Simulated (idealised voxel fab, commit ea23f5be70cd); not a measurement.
The process module that follows is named voxel wiring stack.
For reference, the cross-section in this document is cut, with width 210 nm and square cells of 5 nm.
Reading order for cross-sections: top band down to bottom band. Underlying form: a grid of square cells. Band size: one or more rows of cells.
In this notation a band is specified by the heights of its top and bottom, in that order and in nm, after which its materials appear from left to right, each paired with its width in nm. The word "full width" attached to a single material means that material fills the band from edge to edge; the word "blank" stands for empty space.
Zero point of the height axis is 0; under it, received wafer = one material. Lowest band: continues down indefinitely, "0..down".
Note: "30->40" means the width goes from the first number (top row of the band) to the second number (bottom row) in equal steps per row of cells.
Reading "all unchanged" for a step: not a cell of the cross-section changed in it.
Entry "Closed void list". Content: empty spaces with no open connection to the top, size 8 cells or greater. Each: width x height at distance. Distance: from left edge. Unit: nm.
Formally, on a step line, whatever follows the settings is a remark that the simulator itself makes on the step.
Each step line may optionally specify "overlay nm", which for a step with a mask gives the rightward distance between the mask's planned place and where it lay, a negative value indicating the leftward direction.
Each pair of cross-sections that follows straddles one process step: the one shows the state before the step, the other the state after it, down to the lowest band that changed and no further. The step in question, and its settings, are given under the pair. Note that a pair is not necessarily a continuation of the pair above it, since pairs can come from different runs of this module on the same starting wafer; it is a continuation only where its entry headed "Pre-process" says so.

PRE-PROCESS
    150..145: TiN full width
    145..130: W full width
    130..110: SiO2 30 nm, TiN 5 nm, Cu 5 nm, TiN 5 nm, SiO2 105 nm, TiN 5 nm, Cu 5 nm, TiN 5 nm, SiO2 45 nm
    110..105: SiCN 30 nm, TiN 15 nm, SiCN 105 nm, TiN 15 nm, SiCN 45 nm
    105..90: lowk 30 nm, Ru 30 nm, lowk 30 nm, Ru 30 nm, lowk 30 nm, Ru 30 nm, lowk 30 nm
    90..85: lowk 30 nm, TiN 30 nm, lowk 30 nm, TiN 30 nm, lowk 30 nm, TiN 30 nm, lowk 30 nm
    85..70: lowk 30 nm, Ru 15 nm, lowk 45 nm, Ru 15 nm, lowk 45 nm, Ru 15 nm, lowk 45 nm
    70..65: SiCN 30 nm, Ru 15 nm, SiCN 45 nm, Ru 15 nm, SiCN 45 nm, Ru 15 nm, SiCN 45 nm
    65..50: SiO2 30 nm, TiN 5 nm, W 20 nm, TiN 5 nm, SiO2 30 nm, TiN 5 nm, W 20 nm, TiN 5 nm, SiO2 30 nm, TiN 5 nm, W 20 nm, TiN 5 nm, SiO2 30 nm
    50..45: SiN 30 nm, TiN 30 nm, SiN 30 nm, TiN 30 nm, SiN 30 nm, TiN 30 nm, SiN 30 nm
    45..35: SiO2 30 nm, Ru 15 nm, SiO2 45 nm, Ru 15 nm, SiO2 45 nm, Ru 15 nm, SiO2 45 nm
    35..30: SiCN 30 nm, Ru 15 nm, SiCN 45 nm, Ru 15 nm, SiCN 45 nm, Ru 15 nm, SiCN 45 nm
    30..15: SiO2 30 nm, W 30 nm, SiO2 30 nm, W 30 nm, SiO2 30 nm, W 30 nm, SiO2 30 nm
    15..10: SiO2 30 nm, TiN 30 nm, SiO2 30 nm, TiN 30 nm, SiO2 30 nm, TiN 30 nm, SiO2 30 nm
    10..0: SiO2 full width
    0..down: Si full width
    Closed void list: none

POST-PROCESS VIEW
    165..150: blank 30 nm, resist 30 nm, blank 30 nm, resist 30 nm, blank 30 nm, resist 30 nm, blank 30 nm
    Anything lower than 150 is untouched.
    Closed void list: none
Here is the step that sits between the two cross-sections above: PATTERN,tone cover,mask id METAL_4,material resist,width nm 30,pitch nm 60,thk nm 15,overlay nm 0

Pre-process: = after-state of the pair above.

POST-PROCESS VIEW
    165..150: blank 30 nm, resist 30 nm, blank 30 nm, resist 30 nm, blank 30 nm, resist 30 nm, blank 30 nm
    150..145: blank 30 nm, TiN 30 nm, blank 30 nm, TiN 30 nm, blank 30 nm, TiN 30 nm, blank 30 nm
    Anything lower than 145 is untouched.
    Closed void list: none
Here is the step that sits between the two cross-sections above: DIRECTIONAL_ETCH,etch materials TiN,depth nm 5

Pre-process: = after-state of the pair above.

POST-PROCESS VIEW
    150..145: blank 30 nm, TiN 30 nm, blank 30 nm, TiN 30 nm, blank 30 nm, TiN 30 nm, blank 30 nm
    Anything lower than 145 is untouched.
    Closed void list: none
Here is the step that sits between the two cross-sections above: STRIP,etch materials resist

Pre-process: = after-state of the pair above.

POST-PROCESS VIEW
    160..150: lowk full width
    150..145: lowk 30 nm, TiN 30 nm, lowk 30 nm, TiN 30 nm, lowk 30 nm, TiN 30 nm, lowk 30 nm
    Anything lower than 145 is untouched.
    Closed void list: none
Here is the step that sits between the two cross-sections above: FILL_DEP,material lowk,thk nm 10

Pre-process: = after-state of the pair above.

POST-PROCESS VIEW
    150..145: lowk 30 nm, TiN 30 nm, lowk 30 nm, TiN 30 nm, lowk 30 nm, TiN 30 nm, lowk 30 nm
    Anything lower than 145 is untouched.
    Closed void list: none
Here is the step that sits between the two cross-sections above: CMP,height nm 150

Pre-process: = after-state of the pair above.

POST-PROCESS VIEW
    155..150: SiCN full width
    Anything lower than 150 is untouched.
    Closed void list: none
Here is the step that sits between the two cross-sections above: CONFORMAL_DEP,material SiCN,thk nm 5

PRE-PROCESS
    110..105: SiCN full width
    105..90: lowk 30 nm, Ru 30 nm, lowk 30 nm, Ru 30 nm, lowk 30 nm, Ru 30 nm, lowk 30 nm
    90..85: lowk 30 nm, TiN 30 nm, lowk 30 nm, TiN 30 nm, lowk 30 nm, TiN 30 nm, lowk 30 nm
    85..70: lowk 30 nm, Ru 15 nm, lowk 45 nm, Ru 15 nm, lowk 45 nm, Ru 15 nm, lowk 45 nm
    70..65: SiCN 30 nm, Ru 15 nm, SiCN 45 nm, Ru 15 nm, SiCN 45 nm, Ru 15 nm, SiCN 45 nm
    65..50: SiO2 30 nm, TiN 5 nm, W 20 nm, TiN 5 nm, SiO2 30 nm, TiN 5 nm, W 20 nm, TiN 5 nm, SiO2 30 nm, TiN 5 nm, W 20 nm, TiN 5 nm, SiO2 30 nm
    50..45: SiN 30 nm, TiN 30 nm, SiN 30 nm, TiN 30 nm, SiN 30 nm, TiN 30 nm, SiN 30 nm
    45..35: SiO2 30 nm, Ru 15 nm, SiO2 45 nm, Ru 15 nm, SiO2 45 nm, Ru 15 nm, SiO2 45 nm
    35..30: SiCN 30 nm, Ru 15 nm, SiCN 45 nm, Ru 15 nm, SiCN 45 nm, Ru 15 nm, SiCN 45 nm
    30..15: SiO2 30 nm, W 30 nm, SiO2 30 nm, W 30 nm, SiO2 30 nm, W 30 nm, SiO2 30 nm
    15..10: SiO2 30 nm, TiN 30 nm, SiO2 30 nm, TiN 30 nm, SiO2 30 nm, TiN 30 nm, SiO2 30 nm
    10..0: SiO2 full width
    0..down: Si full width
    Closed void list: none

POST-PROCESS VIEW
    120..110: SiO2 full width
    Anything lower than 110 is untouched.
    Closed void list: none
Here is the step that sits between the two cross-sections above: DIRECTIONAL_DEP,material SiO2,thk nm 10

Pre-process: = after-state of the pair above.

POST-PROCESS VIEW
    120..110: SiO2 30 nm, blank 15 nm, SiO2 105 nm, blank 15 nm, SiO2 45 nm
    Anything lower than 110 is untouched.
    Closed void list: none
Here is the step that sits between the two cross-sections above: MASKED_ETCH,tone open,mask id PLUG_3,width nm 15,pitch nm 120,etch materials SiO2,depth nm 20,overlay nm 0

Pre-process: = after-state of the pair above.

POST-PROCESS VIEW
    120..110: SiO2 30 nm, blank 15 nm, SiO2 105 nm, blank 15 nm, SiO2 45 nm
    110..105: SiCN 30 nm, blank 15 nm, SiCN 105 nm, blank 15 nm, SiCN 45 nm
    Anything lower than 105 is untouched.
    Closed void list: none
Here is the step that sits between the two cross-sections above: MASKED_ETCH,tone open,mask id PLUG_3,width nm 15,pitch nm 120,etch materials SiCN,depth nm 5,overlay nm 0

Pre-process: = after-state of the pair above.

POST-PROCESS VIEW
    125..120: TiN 35 nm, blank 5 nm, TiN 115 nm, blank 5 nm, TiN 50 nm
    120..110: SiO2 30 nm, TiN 5 nm, blank 5 nm, TiN 5 nm, SiO2 105 nm, TiN 5 nm, blank 5 nm, TiN 5 nm, SiO2 45 nm
    110..105: SiCN 30 nm, TiN 15 nm, SiCN 105 nm, TiN 15 nm, SiCN 45 nm
    Anything lower than 105 is untouched.
    Closed void list: none
Here is the step that sits between the two cross-sections above: CONFORMAL_DEP,material TiN,thk nm 5

Pre-process: = after-state of the pair above.

POST-PROCESS VIEW
    130..125: Cu full width
    125..120: TiN 35 nm, Cu 5 nm, TiN 115 nm, Cu 5 nm, TiN 50 nm
    120..110: SiO2 30 nm, TiN 5 nm, Cu 5 nm, TiN 5 nm, SiO2 105 nm, TiN 5 nm, Cu 5 nm, TiN 5 nm, SiO2 45 nm
    Anything lower than 110 is untouched.
    Closed void list: none
Here is the step that sits between the two cross-sections above: FILL_DEP,material Cu,thk nm 5

Pre-process: = after-state of the pair above.

POST-PROCESS VIEW
    135..130: TiN full width
    Anything lower than 130 is untouched.
    Closed void list: none
Here is the step that sits between the two cross-sections above: DIRECTIONAL_DEP,material TiN,thk nm 5

Pre-process: = after-state of the pair above.

POST-PROCESS VIEW
    150..135: W full width
    Anything lower than 135 is untouched.
    Closed void list: none
Here is the step that sits between the two cross-sections above: DIRECTIONAL_DEP,material W,thk nm 15

Pre-process: = after-state of the pair above.

POST-PROCESS VIEW
    165..150: blank 30 nm, resist 30 nm, blank 30 nm, resist 30 nm, blank 30 nm, resist 30 nm, blank 30 nm
    Anything lower than 150 is untouched.
    Closed void list: none
Here is the step that sits between the two cross-sections above: PATTERN,tone cover,mask id METAL_4,material resist,width nm 30,pitch nm 60,thk nm 15,overlay nm 0

Pre-process: = after-state of the pair above.

POST-PROCESS VIEW
    165..150: blank 30 nm, resist 30 nm, blank 30 nm, resist 30 nm, blank 30 nm, resist 30 nm, blank 30 nm
    150..135: blank 30 nm, W 30 nm, blank 30 nm, W 30 nm, blank 30 nm, W 30 nm, blank 30 nm
    Anything lower than 135 is untouched.
    Closed void list: none
Here is the step that sits between the two cross-sections above: DIRECTIONAL_ETCH,etch materials W,depth nm 15

Pre-process: = after-state of the pair above.

POST-PROCESS VIEW
    165..150: blank 30 nm, resist 30 nm, blank 30 nm, resist 30 nm, blank 30 nm, resist 30 nm, blank 30 nm
    150..135: blank 30 nm, W 30 nm, blank 30 nm, W 30 nm, blank 30 nm, W 30 nm, blank 30 nm
    135..130: blank 30 nm, TiN 30 nm, blank 30 nm, TiN 30 nm, blank 30 nm, TiN 30 nm, blank 30 nm
    Anything lower than 130 is untouched.
    Closed void list: none
Here is the step that sits between the two cross-sections above: DIRECTIONAL_ETCH,etch materials TiN,depth nm 5

Pre-process: = after-state of the pair above.

POST-PROCESS VIEW
    150..135: blank 30 nm, W 30 nm, blank 30 nm, W 30 nm, blank 30 nm, W 30 nm, blank 30 nm
    Anything lower than 135 is untouched.
    Closed void list: none
Here is the step that sits between the two cross-sections above: STRIP,etch materials resist

Pre-process: = after-state of the pair above.

POST-PROCESS VIEW
    160..150: lowk full width
    150..135: lowk 30 nm, W 30 nm, lowk 30 nm, W 30 nm, lowk 30 nm, W 30 nm, lowk 30 nm
    135..130: lowk 30 nm, TiN 30 nm, lowk 30 nm, TiN 30 nm, lowk 30 nm, TiN 30 nm, lowk 30 nm
    Anything lower than 130 is untouched.
    Closed void list: none
Here is the step that sits between the two cross-sections above: FILL_DEP,material lowk,thk nm 10

Pre-process: = after-state of the pair above.

POST-PROCESS VIEW
    150..135: lowk 30 nm, W 30 nm, lowk 30 nm, W 30 nm, lowk 30 nm, W 30 nm, lowk 30 nm
    Anything lower than 135 is untouched.
    Closed void list: none
Here is the step that sits between the two cross-sections above: CMP,height nm 150

Pre-process: = after-state of the pair above.

POST-PROCESS VIEW
    155..150: SiCN full width
    Anything lower than 150 is untouched.
    Closed void list: none
Here is the step that sits between the two cross-sections above: CONFORMAL_DEP,material SiCN,thk nm 5

PRE-PROCESS
    80..65: aC full width
    65..50: SiO2 full width
    50..45: SiN full width
    45..35: SiO2 30 nm, Ru 15 nm, SiO2 45 nm, Ru 15 nm, SiO2 45 nm, Ru 15 nm, SiO2 45 nm
    35..30: SiCN 30 nm, Ru 15 nm, SiCN 45 nm, Ru 15 nm, SiCN 45 nm, Ru 15 nm, SiCN 45 nm
    30..15: SiO2 30 nm, W 30 nm, SiO2 30 nm, W 30 nm, SiO2 30 nm, W 30 nm, SiO2 30 nm
    15..10: SiO2 30 nm, TiN 30 nm, SiO2 30 nm, TiN 30 nm, SiO2 30 nm, TiN 30 nm, SiO2 30 nm
    10..0: SiO2 full width
    0..down: Si full width
    Closed void list: none

POST-PROCESS VIEW
    110..80: resist 30 nm, blank 35 nm, resist 25 nm, blank 35 nm, resist 25 nm, blank 35 nm, resist 25 nm
    Anything lower than 80 is untouched.
    Closed void list: none
Here is the step that sits between the two cross-sections above: PATTERN,tone open,mask id METAL_2,material resist,width nm 35,pitch nm 60,thk nm 30,overlay nm 0

Pre-process: = after-state of the pair above.

POST-PROCESS VIEW
    95..80: resist 30 nm, blank 35 nm, resist 25 nm, blank 35 nm, resist 25 nm, blank 35 nm, resist 25 nm
    80..65: aC 30 nm, blank 35 nm, aC 25 nm, blank 35 nm, aC 25 nm, blank 35 nm, aC 25 nm
    Anything lower than 65 is untouched.
    Closed void list: none
Here is the step that sits between the two cross-sections above: DIRECTIONAL_ETCH,etch materials aC,depth nm 15

Pre-process: = after-state of the pair above.

POST-PROCESS VIEW
    80..65: aC 30 nm, blank 35 nm, aC 25 nm, blank 35 nm, aC 25 nm, blank 35 nm, aC 25 nm
    Anything lower than 65 is untouched.
    Closed void list: none
Here is the step that sits between the two cross-sections above: STRIP,etch materials resist

Pre-process: = after-state of the pair above.

POST-PROCESS VIEW
    80..65: aC 30 nm, blank 35 nm, aC 25 nm, blank 35 nm, aC 25 nm, blank 35 nm, aC 25 nm
    65..50: SiO2 30 nm, blank 35 nm, SiO2 25 nm, blank 35 nm, SiO2 25 nm, blank 35 nm, SiO2 25 nm
    Anything lower than 50 is untouched.
    Closed void list: none
Here is the step that sits between the two cross-sections above: DIRECTIONAL_ETCH,etch materials SiO2,depth nm 15

Pre-process: = after-state of the pair above.

POST-PROCESS VIEW
    80..65: aC 30 nm, blank 35 nm, aC 25 nm, blank 35 nm, aC 25 nm, blank 35 nm, aC 25 nm
    65..50: SiO2 30 nm, blank 35 nm, SiO2 25 nm, blank 35 nm, SiO2 25 nm, blank 35 nm, SiO2 25 nm
    50..45: SiN 30 nm, blank 35 nm, SiN 25 nm, blank 35 nm, SiN 25 nm, blank 35 nm, SiN 25 nm
    Anything lower than 45 is untouched.
    Closed void list: none
Here is the step that sits between the two cross-sections above: DIRECTIONAL_ETCH,etch materials SiN,depth nm 5

Pre-process: = after-state of the pair above.

POST-PROCESS VIEW
    65..50: SiO2 30 nm, blank 35 nm, SiO2 25 nm, blank 35 nm, SiO2 25 nm, blank 35 nm, SiO2 25 nm
    Anything lower than 50 is untouched.
    Closed void list: none
Here is the step that sits between the two cross-sections above: STRIP,etch materials aC

Pre-process: = after-state of the pair above.

POST-PROCESS VIEW
    70..65: TiN 35 nm, blank 25 nm, TiN 35 nm, blank 25 nm, TiN 35 nm, blank 25 nm, TiN 30 nm
    65..50: SiO2 30 nm, TiN 5 nm, blank 25 nm, TiN 5 nm, SiO2 25 nm, TiN 5 nm, blank 25 nm, TiN 5 nm, SiO2 25 nm, TiN 5 nm, blank 25 nm, TiN 5 nm, SiO2 25 nm
    50..45: SiN 30 nm, TiN 35 nm, SiN 25 nm, TiN 35 nm, SiN 25 nm, TiN 35 nm, SiN 25 nm
    Anything lower than 45 is untouched.
    Closed void list: none
Here is the step that sits between the two cross-sections above: CONFORMAL_DEP,material TiN,thk nm 5

Pre-process: = after-state of the pair above.

POST-PROCESS VIEW
    80..70: W full width
    70..65: TiN 35 nm, W 25 nm, TiN 35 nm, W 25 nm, TiN 35 nm, W 25 nm, TiN 30 nm
    65..50: SiO2 30 nm, TiN 5 nm, W 25 nm, TiN 5 nm, SiO2 25 nm, TiN 5 nm, W 25 nm, TiN 5 nm, SiO2 25 nm, TiN 5 nm, W 25 nm, TiN 5 nm, SiO2 25 nm
    Anything lower than 50 is untouched.
    Closed void list: none
Here is the step that sits between the two cross-sections above: FILL_DEP,material W,thk nm 10

Pre-process: = after-state of the pair above.

POST-PROCESS VIEW
    65..50: SiO2 30 nm, TiN 5 nm, W 25 nm, TiN 5 nm, SiO2 25 nm, TiN 5 nm, W 25 nm, TiN 5 nm, SiO2 25 nm, TiN 5 nm, W 25 nm, TiN 5 nm, SiO2 25 nm
    Anything lower than 50 is untouched.
    Closed void list: none
Here is the step that sits between the two cross-sections above: CMP,height nm 65

Pre-process: = after-state of the pair above.

POST-PROCESS VIEW
    70..65: SiCN full width
    Anything lower than 65 is untouched.
    Closed void list: none
Here is the step that sits between the two cross-sections above: CONFORMAL_DEP,material SiCN,thk nm 5

Pre-process: = after-state of the pair above.

POST-PROCESS VIEW
    85..70: lowk full width
    Anything lower than 70 is untouched.
    Closed void list: none
Here is the step that sits between the two cross-sections above: DIRECTIONAL_DEP,material lowk,thk nm 15

Pre-process: = after-state of the pair above.

POST-PROCESS VIEW
    95..85: aC full width
    Anything lower than 85 is untouched.
    Closed void list: none
Here is the step that sits between the two cross-sections above: DIRECTIONAL_DEP,material aC,thk nm 10

Pre-process: = after-state of the pair above.

POST-PROCESS VIEW
    120..95: resist 30 nm, blank 15 nm, resist 45 nm, blank 15 nm, resist 45 nm, blank 15 nm, resist 45 nm
    Anything lower than 95 is untouched.
    Closed void list: none
Here is the step that sits between the two cross-sections above: PATTERN,tone open,mask id PLUG_2,material resist,width nm 15,pitch nm 60,thk nm 25,overlay nm 0

Pre-process: = after-state of the pair above.

POST-PROCESS VIEW
    110..95: resist 30 nm, blank 15 nm, resist 45 nm, blank 15 nm, resist 45 nm, blank 15 nm, resist 45 nm
    95..85: aC 30 nm, blank 15 nm, aC 45 nm, blank 15 nm, aC 45 nm, blank 15 nm, aC 45 nm
    Anything lower than 85 is untouched.
    Closed void list: none
Here is the step that sits between the two cross-sections above: DIRECTIONAL_ETCH,etch materials aC,depth nm 10

Pre-process: = after-state of the pair above.

POST-PROCESS VIEW
    95..85: aC 30 nm, blank 15 nm, aC 45 nm, blank 15 nm, aC 45 nm, blank 15 nm, aC 45 nm
    Anything lower than 85 is untouched.
    Closed void list: none
Here is the step that sits between the two cross-sections above: STRIP,etch materials resist

Pre-process: = after-state of the pair above.

POST-PROCESS VIEW
    95..85: aC 30 nm, blank 15 nm, aC 45 nm, blank 15 nm, aC 45 nm, blank 15 nm, aC 45 nm
    85..70: lowk 30 nm, blank 15 nm, lowk 45 nm, blank 15 nm, lowk 45 nm, blank 15 nm, lowk 45 nm
    Anything lower than 70 is untouched.
    Closed void list: none
Here is the step that sits between the two cross-sections above: DIRECTIONAL_ETCH,etch materials lowk,depth nm 15

Pre-process: = after-state of the pair above.

POST-PROCESS VIEW
    95..85: aC 30 nm, blank 15 nm, aC 45 nm, blank 15 nm, aC 45 nm, blank 15 nm, aC 45 nm
    85..70: lowk 30 nm, blank 15 nm, lowk 45 nm, blank 15 nm, lowk 45 nm, blank 15 nm, lowk 45 nm
    70..65: SiCN 30 nm, blank 15 nm, SiCN 45 nm, blank 15 nm, SiCN 45 nm, blank 15 nm, SiCN 45 nm
    Anything lower than 65 is untouched.
    Closed void list: none
Here is the step that sits between the two cross-sections above: DIRECTIONAL_ETCH,etch materials SiCN,depth nm 5

Pre-process: = after-state of the pair above.

POST-PROCESS VIEW
    85..70: lowk 30 nm, blank 15 nm, lowk 45 nm, blank 15 nm, lowk 45 nm, blank 15 nm, lowk 45 nm
    Anything lower than 70 is untouched.
    Closed void list: none
Here is the step that sits between the two cross-sections above: STRIP,etch materials aC

Pre-process: = after-state of the pair above.

POST-PROCESS VIEW
    85..75: lowk 30 nm, blank 15 nm, lowk 45 nm, blank 15 nm, lowk 45 nm, blank 15 nm, lowk 45 nm
    75..70: lowk 30 nm, Ru 15 nm, lowk 45 nm, Ru 15 nm, lowk 45 nm, Ru 15 nm, lowk 45 nm
    70..65: SiCN 30 nm, Ru 15 nm, SiCN 45 nm, Ru 15 nm, SiCN 45 nm, Ru 15 nm, SiCN 45 nm
    Anything lower than 65 is untouched.
    Closed void list: none
Here is the step that sits between the two cross-sections above: EPI,material Ru,thk nm 10

Pre-process: = after-state of the pair above.

POST-PROCESS VIEW
    85..70: lowk 30 nm, Ru 15 nm, lowk 45 nm, Ru 15 nm, lowk 45 nm, Ru 15 nm, lowk 45 nm
    Anything lower than 70 is untouched.
    Closed void list: none
Here is the step that sits between the two cross-sections above: EPI,material Ru,thk nm 10

Pre-process: = after-state of the pair above.

POST-PROCESS VIEW
    90..85: TiN full width
    Anything lower than 85 is untouched.
    Closed void list: none
Here is the step that sits between the two cross-sections above: DIRECTIONAL_DEP,material TiN,thk nm 5

Pre-process: = after-state of the pair above.

POST-PROCESS VIEW
    105..90: Ru full width
    Anything lower than 90 is untouched.
    Closed void list: none
Here is the step that sits between the two cross-sections above: DIRECTIONAL_DEP,material Ru,thk nm 15

Pre-process: = after-state of the pair above.

POST-PROCESS VIEW
    115..105: aC full width
    Anything lower than 105 is untouched.
    Closed void list: none
Here is the step that sits between the two cross-sections above: DIRECTIONAL_DEP,material aC,thk nm 10

Pre-process: = after-state of the pair above.

POST-PROCESS VIEW
    140..115: blank 30 nm, resist 30 nm, blank 30 nm, resist 30 nm, blank 30 nm, resist 30 nm, blank 30 nm
    Anything lower than 115 is untouched.
    Closed void list: none
Here is the step that sits between the two cross-sections above: PATTERN,tone cover,mask id METAL_3,material resist,width nm 30,pitch nm 60,thk nm 25,overlay nm 0

Pre-process: = after-state of the pair above.

POST-PROCESS VIEW
    130..115: blank 30 nm, resist 30 nm, blank 30 nm, resist 30 nm, blank 30 nm, resist 30 nm, blank 30 nm
    115..105: blank 30 nm, aC 30 nm, blank 30 nm, aC 30 nm, blank 30 nm, aC 30 nm, blank 30 nm
    Anything lower than 105 is untouched.
    Closed void list: none
Here is the step that sits between the two cross-sections above: DIRECTIONAL_ETCH,etch materials aC,depth nm 10

Pre-process: = after-state of the pair above.

POST-PROCESS VIEW
    115..105: blank 30 nm, aC 30 nm, blank 30 nm, aC 30 nm, blank 30 nm, aC 30 nm, blank 30 nm
    Anything lower than 105 is untouched.
    Closed void list: none
Here is the step that sits between the two cross-sections above: STRIP,etch materials resist

Pre-process: = after-state of the pair above.

POST-PROCESS VIEW
    115..105: blank 30 nm, aC 30 nm, blank 30 nm, aC 30 nm, blank 30 nm, aC 30 nm, blank 30 nm
    105..90: blank 30 nm, Ru 30 nm, blank 30 nm, Ru 30 nm, blank 30 nm, Ru 30 nm, blank 30 nm
    Anything lower than 90 is untouched.
    Closed void list: none
Here is the step that sits between the two cross-sections above: DIRECTIONAL_ETCH,etch materials Ru,depth nm 15

Pre-process: = after-state of the pair above.

POST-PROCESS VIEW
    115..105: blank 30 nm, aC 30 nm, blank 30 nm, aC 30 nm, blank 30 nm, aC 30 nm, blank 30 nm
    105..90: blank 30 nm, Ru 30 nm, blank 30 nm, Ru 30 nm, blank 30 nm, Ru 30 nm, blank 30 nm
    90..85: blank 30 nm, TiN 30 nm, blank 30 nm, TiN 30 nm, blank 30 nm, TiN 30 nm, blank 30 nm
    Anything lower than 85 is untouched.
    Closed void list: none
Here is the step that sits between the two cross-sections above: DIRECTIONAL_ETCH,etch materials TiN,depth nm 5

Pre-process: = after-state of the pair above.

POST-PROCESS VIEW
    105..90: blank 30 nm, Ru 30 nm, blank 30 nm, Ru 30 nm, blank 30 nm, Ru 30 nm, blank 30 nm
    Anything lower than 90 is untouched.
    Closed void list: none
Here is the step that sits between the two cross-sections above: STRIP,etch materials aC

Pre-process: = after-state of the pair above.

POST-PROCESS VIEW
    110..105: lowk full width
    105..90: lowk 30 nm, Ru 30 nm, lowk 30 nm, Ru 30 nm, lowk 30 nm, Ru 30 nm, lowk 30 nm
    90..85: lowk 30 nm, TiN 30 nm, lowk 30 nm, TiN 30 nm, lowk 30 nm, TiN 30 nm, lowk 30 nm
    Anything lower than 85 is untouched.
    Closed void list: none
Here is the step that sits between the two cross-sections above: FILL_DEP,material lowk,thk nm 5

Pre-process: = after-state of the pair above.

POST-PROCESS VIEW
    105..90: lowk 30 nm, Ru 30 nm, lowk 30 nm, Ru 30 nm, lowk 30 nm, Ru 30 nm, lowk 30 nm
    Anything lower than 90 is untouched.
    Closed void list: none
Here is the step that sits between the two cross-sections above: CMP,height nm 105

Pre-process: = after-state of the pair above.

POST-PROCESS VIEW
    110..105: SiCN full width
    Anything lower than 105 is untouched.
    Closed void list: none
Here is the step that sits between the two cross-sections above: CONFORMAL_DEP,material SiCN,thk nm 5

Pre-process: = after-state of the pair above.

POST-PROCESS VIEW
    130..110: SiO2 full width
    Anything lower than 110 is untouched.
    Closed void list: none
Here is the step that sits between the two cross-sections above: DIRECTIONAL_DEP,material SiO2,thk nm 20

Pre-process: = after-state of the pair above.

POST-PROCESS VIEW
    130..110: SiO2 30 nm, blank 15 nm, SiO2 105 nm, blank 15 nm, SiO2 45 nm
    Anything lower than 110 is untouched.
    Closed void list: none
Here is the step that sits between the two cross-sections above: MASKED_ETCH,tone open,mask id PLUG_3,width nm 15,pitch nm 120,etch materials SiO2,depth nm 20,overlay nm 0

Pre-process: = after-state of the pair above.

POST-PROCESS VIEW
    130..110: SiO2 30 nm, blank 15 nm, SiO2 105 nm, blank 15 nm, SiO2 45 nm
    110..105: SiCN 30 nm, blank 15 nm, SiCN 105 nm, blank 15 nm, SiCN 45 nm
    Anything lower than 105 is untouched.
    Closed void list: none
Here is the step that sits between the two cross-sections above: MASKED_ETCH,tone open,mask id PLUG_3,width nm 15,pitch nm 120,etch materials SiCN,depth nm 5,overlay nm 0

Pre-process: = after-state of the pair above.

POST-PROCESS VIEW
    135..130: TiN 35 nm, blank 5 nm, TiN 115 nm, blank 5 nm, TiN 50 nm
    130..110: SiO2 30 nm, TiN 5 nm, blank 5 nm, TiN 5 nm, SiO2 105 nm, TiN 5 nm, blank 5 nm, TiN 5 nm, SiO2 45 nm
    110..105: SiCN 30 nm, TiN 15 nm, SiCN 105 nm, TiN 15 nm, SiCN 45 nm
    Anything lower than 105 is untouched.
    Closed void list: none
Here is the step that sits between the two cross-sections above: CONFORMAL_DEP,material TiN,thk nm 5

Pre-process: = after-state of the pair above.

POST-PROCESS VIEW
    140..135: Cu full width
    135..130: TiN 35 nm, Cu 5 nm, TiN 115 nm, Cu 5 nm, TiN 50 nm
    130..110: SiO2 30 nm, TiN 5 nm, Cu 5 nm, TiN 5 nm, SiO2 105 nm, TiN 5 nm, Cu 5 nm, TiN 5 nm, SiO2 45 nm
    Anything lower than 110 is untouched.
    Closed void list: none
Here is the step that sits between the two cross-sections above: FILL_DEP,material Cu,thk nm 5

Pre-process: = after-state of the pair above.

POST-PROCESS VIEW
    130..110: SiO2 30 nm, TiN 5 nm, Cu 5 nm, TiN 5 nm, SiO2 105 nm, TiN 5 nm, Cu 5 nm, TiN 5 nm, SiO2 45 nm
    Anything lower than 110 is untouched.
    Closed void list: none
Here is the step that sits between the two cross-sections above: CMP,height nm 130

Pre-process: = after-state of the pair above.

POST-PROCESS VIEW
    135..130: TiN full width
    Anything lower than 130 is untouched.
    Closed void list: none
Here is the step that sits between the two cross-sections above: DIRECTIONAL_DEP,material TiN,thk nm 5

Pre-process: = after-state of the pair above.

POST-PROCESS VIEW
    150..135: W full width
    Anything lower than 135 is untouched.
    Closed void list: none
Here is the step that sits between the two cross-sections above: DIRECTIONAL_DEP,material W,thk nm 15

Pre-process: = after-state of the pair above.

POST-PROCESS VIEW
    165..150: blank 30 nm, resist 30 nm, blank 30 nm, resist 30 nm, blank 30 nm, resist 30 nm, blank 30 nm
    Anything lower than 150 is untouched.
    Closed void list: none
Here is the step that sits between the two cross-sections above: PATTERN,tone cover,mask id METAL_4,material resist,width nm 30,pitch nm 60,thk nm 15,overlay nm 0

Pre-process: = after-state of the pair above.

POST-PROCESS VIEW
    165..150: blank 30 nm, resist 30 nm, blank 30 nm, resist 30 nm, blank 30 nm, resist 30 nm, blank 30 nm
    150..135: blank 30 nm, W 30 nm, blank 30 nm, W 30 nm, blank 30 nm, W 30 nm, blank 30 nm
    Anything lower than 135 is untouched.
    Closed void list: none
Here is the step that sits between the two cross-sections above: DIRECTIONAL_ETCH,etch materials W,depth nm 15

Pre-process: = after-state of the pair above.

POST-PROCESS VIEW
    165..150: blank 30 nm, resist 30 nm, blank 30 nm, resist 30 nm, blank 30 nm, resist 30 nm, blank 30 nm
    150..135: blank 30 nm, W 30 nm, blank 30 nm, W 30 nm, blank 30 nm, W 30 nm, blank 30 nm
    135..130: blank 30 nm, TiN 30 nm, blank 30 nm, TiN 30 nm, blank 30 nm, TiN 30 nm, blank 30 nm
    Anything lower than 130 is untouched.
    Closed void list: none
Here is the step that sits between the two cross-sections above: DIRECTIONAL_ETCH,etch materials TiN,depth nm 5

Pre-process: = after-state of the pair above.

POST-PROCESS VIEW
    150..135: blank 30 nm, W 30 nm, blank 30 nm, W 30 nm, blank 30 nm, W 30 nm, blank 30 nm
    Anything lower than 135 is untouched.
    Closed void list: none
Here is the step that sits between the two cross-sections above: STRIP,etch materials resist

Pre-process: = after-state of the pair above.

POST-PROCESS VIEW
    160..150: lowk full width
    150..135: lowk 30 nm, W 30 nm, lowk 30 nm, W 30 nm, lowk 30 nm, W 30 nm, lowk 30 nm
    135..130: lowk 30 nm, TiN 30 nm, lowk 30 nm, TiN 30 nm, lowk 30 nm, TiN 30 nm, lowk 30 nm
    Anything lower than 130 is untouched.
    Closed void list: none
Here is the step that sits between the two cross-sections above: FILL_DEP,material lowk,thk nm 10

Pre-process: = after-state of the pair above.

POST-PROCESS VIEW
    150..135: lowk 30 nm, W 30 nm, lowk 30 nm, W 30 nm, lowk 30 nm, W 30 nm, lowk 30 nm
    Anything lower than 135 is untouched.
    Closed void list: none
Here is the step that sits between the two cross-sections above: CMP,height nm 150

Pre-process: = after-state of the pair above.

POST-PROCESS VIEW
    155..150: SiCN full width
    Anything lower than 150 is untouched.
    Closed void list: none
Here is the step that sits between the two cross-sections above: CONFORMAL_DEP,material SiCN,thk nm 5
